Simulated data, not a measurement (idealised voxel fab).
process module | voxel plated lines
cross-section cut | 225 nm wide | cells 5 nm
A cross-section is a grid of square cells, given in bands from the top down. A band is one or more rows of cells.
Each band's line starts with the height of the band's top and of its bottom, in nm. Then come its materials from left to right, each with its width in nm. One material with "throughout" fills the band from edge to edge. "air" is empty space.
Height 0 is the level under which the wafer as received is all one material. The lowest band goes on downwards, as in "0 down".
A width such as "30 to 40" changes by the same amount from each row of cells to the next, from the band's top row to its bottom row.
"no change" after a step means that no cell of the cross-section changed.
closed voids: empty space of 8 cells or more with no open way to the top, each as width x height at its distance from the left edge, in nm
after a step's settings: what the simulator itself notes on the step
overlay nm, on a step with a mask: how far to the right of its planned place the mask lay; to the left if negative
plan
1 op RECEIVE | material Si
2 op CONFORMAL_DEP | material Al2O3 | thk nm 10
3 op DIRECTIONAL_DEP | material TiN | thk nm 5
4 op PATTERN | tone open | mask id LINES | material resist | width nm 15 | pitch nm 35 | thk nm 40 | overlay nm 0
5 op EPI | material Ru | thk nm 10
6 op EPI | material Ru | thk nm 5
7 op EPI | material Ru | thk nm 10
8 op STRIP | etch materials resist
9 op DIRECTIONAL_ETCH | etch materials TiN | depth nm 5
10 op CONFORMAL_DEP | material SiN | thk nm 5
as received, after step 1
  0 down: Si throughout
  closed voids: none
first wafer at the end, as planned
  45 to 40: air 80 | SiN 25 | air 10 | SiN 25 | air 85
  40 to 15: air 80 | SiN 5 | Ru 15 | SiN 5 | air 10 | SiN 5 | Ru 15 | SiN 5 | air 85
  15 to 10: SiN 85 | TiN 15 | SiN 20 | TiN 15 | SiN 90
  10 to 0: Al2O3 throughout
  0 down: Si throughout
  closed voids: none
second wafer at the end: like start, like plan, one mistake
  40 to 15: air 85 | Ru 15 | air 20 | Ru 15 | air 90
  15 to 10: air 85 | TiN 15 | air 20 | TiN 15 | air 90
  10 to 0: Al2O3 throughout
  0 down: Si throughout
  closed voids: none
what went wrong: step 10 was left out
at the end the second wafer has, in cells: 69 fewer of SiN
